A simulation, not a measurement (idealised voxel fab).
The name of this process module is voxel wiring stack.
Cross-sectional view cut (width: 155 nm; square cell size: 5 nm).
Cross-section layout: square cells on a grid; listed as bands, top to bottom; a band spans one or more cell rows.
Read a band's entry like this: the first values are the height of its top and the height of its bottom in nm, and what follows is the sequence of materials from left to right, each with its width in nm. Note that "empty" is empty space, and that a single material marked "edge to edge" reaches across the band from edge to edge.
Height datum 0, below which the as-received substrate wafer is one material. Lowest band open at the bottom, running downward: "0 down".
The two numbers in a width such as "30..40" mark its ends across the band: the first belongs to the top row of cells, the second to the bottom row, and from each row to the next the width moves by the same amount.
The designation "nothing was modified", where it is given for a processing step, indicates that no cell of the cross-section was altered in the course of that step.
Under "Entrapped void list" you'll find the enclosed gaps, the ones with no way out to the top, that are 8 cells or bigger; each reads width x height at distance, with distance counted from the left edge, everything in nm.
Formally, on a step line, whatever follows the settings is a remark that the simulator itself makes on the step.
The optional step-line setting "overlay nm" applies to steps with a mask and quantifies how far to the right of its planned location the mask lay, a negative value indicating leftward placement.
# The process steps that were planned are listed below
1) RECEIVE (material Si)
2) CONFORMAL_DEP (material SiO2; thk nm 10)
3) DIRECTIONAL_DEP (material TiN; thk nm 5)
4) DIRECTIONAL_DEP (material Ru; thk nm 25)
5) PATTERN (tone cover; mask id METAL_1; material resist; width nm 30; pitch nm 45; thk nm 20; overlay nm 0)
6) DIRECTIONAL_ETCH (etch materials Ru; depth nm 25)
7) DIRECTIONAL_ETCH (etch materials TiN; depth nm 5)
8) STRIP (etch materials resist)
9) CONFORMAL_DEP (material SiN; thk nm 5)
10) FILL_DEP (material SiO2; thk nm 5)
11) CMP (height nm 40)
12) CONFORMAL_DEP (material SiCN; thk nm 5)
13) DIRECTIONAL_DEP (material SiO2; thk nm 30)
14) DIRECTIONAL_DEP (material aC; thk nm 10)
15) PATTERN (tone open; mask id METAL_2_HOLES; material resist; width nm 15; pitch nm 45; thk nm 25; overlay nm 0)
16) DIRECTIONAL_ETCH (etch materials aC; depth nm 10)
17) STRIP (etch materials resist)
18) DIRECTIONAL_ETCH (etch materials SiO2; depth nm 30)
19) STRIP (etch materials aC)
20) DIRECTIONAL_DEP (material aC; thk nm 15)
21) PATTERN (tone open; mask id METAL_2; material resist; width nm 30; pitch nm 45; thk nm 35; overlay nm 0)
22) DIRECTIONAL_ETCH (etch materials aC; depth nm 15)
23) STRIP (etch materials resist)
24) DIRECTIONAL_ETCH (etch materials SiO2; depth nm 15)
25) DIRECTIONAL_ETCH (etch materials SiCN; depth nm 5)
26) STRIP (etch materials aC)
27) CONFORMAL_DEP (material TiN; thk nm 5)
28) FILL_DEP (material Cu; thk nm 5)
29) CMP (height nm 75)
30) CONFORMAL_DEP (material SiCN; thk nm 5)
31) DIRECTIONAL_DEP (material lowk; thk nm 10)
32) DIRECTIONAL_DEP (material aC; thk nm 15)
33) PATTERN (tone open; mask id PLUG_2; material resist; width nm 15; pitch nm 45; thk nm 30; overlay nm 0)
34) DIRECTIONAL_ETCH (etch materials aC; depth nm 15)
35) STRIP (etch materials resist)
36) DIRECTIONAL_ETCH (etch materials lowk; depth nm 10)
37) DIRECTIONAL_ETCH (etch materials SiCN; depth nm 5)
38) STRIP (etch materials aC)
39) CONFORMAL_DEP (material TiN; thk nm 5)
40) FILL_DEP (material Cu; thk nm 5)
41) CMP (height nm 90)
42) DIRECTIONAL_DEP (material TiN; thk nm 5)
43) DIRECTIONAL_DEP (material W; thk nm 20)
44) DIRECTIONAL_DEP (material aC; thk nm 15)
45) PATTERN (tone cover; mask id METAL_3; material resist; width nm 30; pitch nm 45; thk nm 30; overlay nm 0)
46) DIRECTIONAL_ETCH (etch materials aC; depth nm 15)
47) STRIP (etch materials resist)
48) DIRECTIONAL_ETCH (etch materials W; depth nm 20)
49) DIRECTIONAL_ETCH (etch materials TiN; depth nm 5)
50) STRIP (etch materials aC)
51) CONFORMAL_DEP (material SiN; thk nm 5)
52) FILL_DEP (material lowk; thk nm 5)
53) CMP (height nm 115)
54) CONFORMAL_DEP (material SiN; thk nm 5)
# So this is the incoming wafer in cross-section - it's already been through step 1
  0 down | Si edge to edge
  Entrapped void list: none
# Result of the module, cross-sectioned: start per above, plan per above, one error in how it was run
  120 to 115 | SiN edge to edge
  115 to 95 | lowk 10 nm, SiN 5 nm, W 30 nm, SiN 5 nm, lowk 5 nm, SiN 5 nm, W 30 nm, SiN 5 nm, lowk 5 nm, SiN 5 nm, W 30 nm, SiN 5 nm, lowk 15 nm
  95 to 90 | SiN 15 nm, TiN 30 nm, SiN 15 nm, TiN 30 nm, SiN 15 nm, TiN 30 nm, SiN 20 nm
  90 to 80 | lowk 15 nm, TiN 5 nm, Cu 5 nm, TiN 5 nm, lowk 30 nm, TiN 5 nm, Cu 5 nm, TiN 5 nm, lowk 30 nm, TiN 5 nm, Cu 5 nm, TiN 5 nm, lowk 35 nm
  80 to 75 | SiCN 15 nm, TiN 15 nm, SiCN 30 nm, TiN 15 nm, SiCN 30 nm, TiN 15 nm, SiCN 35 nm
  75 to 65 | SiO2 15 nm, TiN 5 nm, Cu 15 nm, TiN 5 nm, SiO2 20 nm, TiN 5 nm, Cu 15 nm, TiN 5 nm, SiO2 20 nm, TiN 5 nm, Cu 15 nm, TiN 5 nm, SiO2 25 nm
  65 to 60 | SiO2 15 nm, TiN 5 nm, Cu 5 nm, TiN 15 nm, SiO2 20 nm, TiN 5 nm, Cu 5 nm, TiN 15 nm, SiO2 20 nm, TiN 5 nm, Cu 5 nm, TiN 15 nm, SiO2 25 nm
  60 to 50 | SiO2 15 nm, TiN 5 nm, Cu 5 nm, TiN 5 nm, SiO2 30 nm, TiN 5 nm, Cu 5 nm, TiN 5 nm, SiO2 30 nm, TiN 5 nm, Cu 5 nm, TiN 5 nm, SiO2 35 nm
  50 to 45 | SiO2 15 nm, TiN 15 nm, SiO2 30 nm, TiN 15 nm, SiO2 30 nm, TiN 15 nm, SiO2 35 nm
  45 to 40 | SiCN 20 nm, TiN 10 nm, SiCN 35 nm, TiN 10 nm, SiCN 35 nm, TiN 10 nm, SiCN 35 nm
  40 to 15 | SiO2 10 nm, SiN 5 nm, Ru 30 nm, SiN 5 nm, SiO2 5 nm, SiN 5 nm, Ru 30 nm, SiN 5 nm, SiO2 5 nm, SiN 5 nm, Ru 30 nm, SiN 5 nm, SiO2 15 nm
  15 to 10 | SiN 15 nm, TiN 30 nm, SiN 15 nm, TiN 30 nm, SiN 15 nm, TiN 30 nm, SiN 20 nm
  10 to 0 | SiO2 edge to edge
  0 down | Si edge to edge
  Entrapped void list: none
Short version of what went wrong: step 21, actual vs plan mismatch, actual run PATTERN (tone open; mask id METAL_2; material resist; width nm 20; pitch nm 45; thk nm 35; overlay nm 0)
